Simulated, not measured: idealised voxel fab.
process module | voxel self aligned vias
cross-section cut | 245 nm wide | cells 5 nm
A cross-section is a grid of square cells, given in bands from the top down. A band is one or more rows of cells.
Each band's line starts with the height of the band's top and of its bottom, in nm. Then come its materials from left to right, each with its width in nm. One material with "throughout" fills the band from edge to edge. "air" is empty space.
Height 0 is the level under which the wafer as received is all one material. The lowest band goes on downwards, as in "0 down".
A width such as "30 to 40" changes by the same amount from each row of cells to the next, from the band's top row to its bottom row.
"no change" after a step means that no cell of the cross-section changed.
closed voids: empty space of 8 cells or more with no open way to the top, each as width x height at its distance from the left edge, in nm
after a step's settings: what the simulator itself notes on the step
overlay nm, on a step with a mask: how far to the right of its planned place the mask lay; to the left if negative
plan
1 op RECEIVE | material Si
2 op CONFORMAL_DEP | material SiO2 | thk nm 10
3 op CONFORMAL_DEP | material SiCN | thk nm 5
4 op DIRECTIONAL_DEP | material lowk | thk nm 25
5 op MASKED_ETCH | tone open | mask id LINES | width nm 25 | pitch nm 60 | etch materials lowk | depth nm 25 | overlay nm 0
6 op CONFORMAL_DEP | material TiN | thk nm 5
7 op FILL_DEP | material W | thk nm 5
8 op CMP | height nm 40
9 op SELECTIVE_ETCH | etch materials W Ru TiN | depth nm 10
10 op FILL_DEP | material SiN | thk nm 5
11 op CMP | height nm 40
12 op DIRECTIONAL_DEP | material lowk | thk nm 20
13 op PATTERN | tone open | mask id VIAS | material resist | width nm 45 | pitch nm 60 | thk nm 20 | overlay nm 0
14 op DIRECTIONAL_ETCH | etch materials lowk | depth nm 20
15 op DIRECTIONAL_ETCH | etch materials SiN | depth nm 10
16 op STRIP | etch materials resist
17 op CONFORMAL_DEP | material TiN | thk nm 5
18 op FILL_DEP | material Ru | thk nm 5
19 op CMP | height nm 60
20 op CONFORMAL_DEP | material SiN | thk nm 5
as received, after step 1
  0 down: Si throughout
  closed voids: none
a wafer at the end: this start, this plan, one mistake
  65 to 60: SiN throughout
  60 to 45: Ru 65 | TiN 5 | lowk 45 | TiN 5 | Ru 5 | TiN 5 | lowk 45 | TiN 5 | Ru 65
  45 to 40: TiN 70 | lowk 45 | TiN 15 | lowk 45 | TiN 70
  40 to 30: lowk 80 | SiN 25 | lowk 35 | SiN 25 | lowk 80
  30 to 20: lowk 80 | TiN 5 | W 15 | TiN 5 | lowk 35 | TiN 5 | W 15 | TiN 5 | lowk 80
  20 to 15: lowk 80 | TiN 25 | lowk 35 | TiN 25 | lowk 80
  15 to 10: SiCN throughout
  10 to 0: SiO2 throughout
  0 down: Si throughout
  closed voids: none
what went wrong: step 13 ran as: op PATTERN | tone cover | mask id VIAS | material resist | width nm 45 | pitch nm 60 | thk nm 20 | overlay nm 0
